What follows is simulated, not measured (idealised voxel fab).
You're looking at the process module voxel released beams.
We display cut, a cross-section 245 nm in width whose square cells are each 5 nm.
We lay out every cross-section as a grid of square cells and spell it out in bands from the top down, where one band means one or more rows of cells.
Top height, bottom height, nm. Materials left to right, width each, nm. Single material + "edge to edge" = fills band edge to edge. "blank" = empty.
We count height from 0. Below that, the starting wafer is all one material. The lowest band never ends at the bottom but goes on down; see "z 0 and below" for how that is written.
The two numbers in a width such as "30..40" mark its ends across the band: the first belongs to the top row of cells, the second to the bottom row, and from each row to the next the width moves by the same amount.
"no change" after a step means that no cell of the cross-section changed.
This entry, "Entrapped voids", enumerates those empty regions of no fewer than 8 cells that possess no open connection to the top. Each region is reported in the form width x height at distance, the distance being taken from the left edge, with all three quantities expressed in nm.
Step line, after settings: the simulator's comment on this step.
overlay nm: step with mask; distance mask lay right of planned place; negative value = left of planned place.
# Planned step list for the process
1: RECEIVE with material Si
2: CONFORMAL_DEP with material Al2O3, thk nm 10
3: DIRECTIONAL_DEP with material SiO2, thk nm 20
4: MASKED_ETCH with tone open, mask id ANCHOR, width nm 45, etch materials SiO2, depth nm 20, overlay nm 0
5: CONFORMAL_DEP with material polySi, thk nm 15
6: MASKED_ETCH with tone cover, mask id BEAM, width nm 105, etch materials polySi, depth nm 15, overlay nm 0
7: STRIP with etch materials SiO2
# This is the cross-section of the wafer as we received it, i.e. after step 1
> z 0 and below = Si edge to edge
> Entrapped voids: none
# First of two wafers: cross-section at end of module, run per plan
> z 45 to 30 = 65 of blank, 20 of polySi, 15 of blank, 70 of polySi, 75 of blank
> z 30 to 25 = 70 of blank, 15 of polySi, 15 of blank, 15 of polySi, 130 of blank
> z 25 to 10 = 70 of blank, 45 of polySi, 130 of blank
> z 10 to 0 = Al2O3 edge to edge
> z 0 and below = Si edge to edge
> Entrapped voids: none
# Second of two wafers, module complete, sectioned: it shares the first wafer's start and plan but was run with one mistake
> z 25 to 10 = 65 of blank, 105 of polySi, 75 of blank
> z 10 to 0 = Al2O3 edge to edge
> z 0 and below = Si edge to edge
> Entrapped voids: none
Short version of what went wrong: heads up, step 3 of the plan was skipped and never actually ran
Per the end-of-run cell counts, the second wafer holds more or fewer of some materials than the first: polySi -24
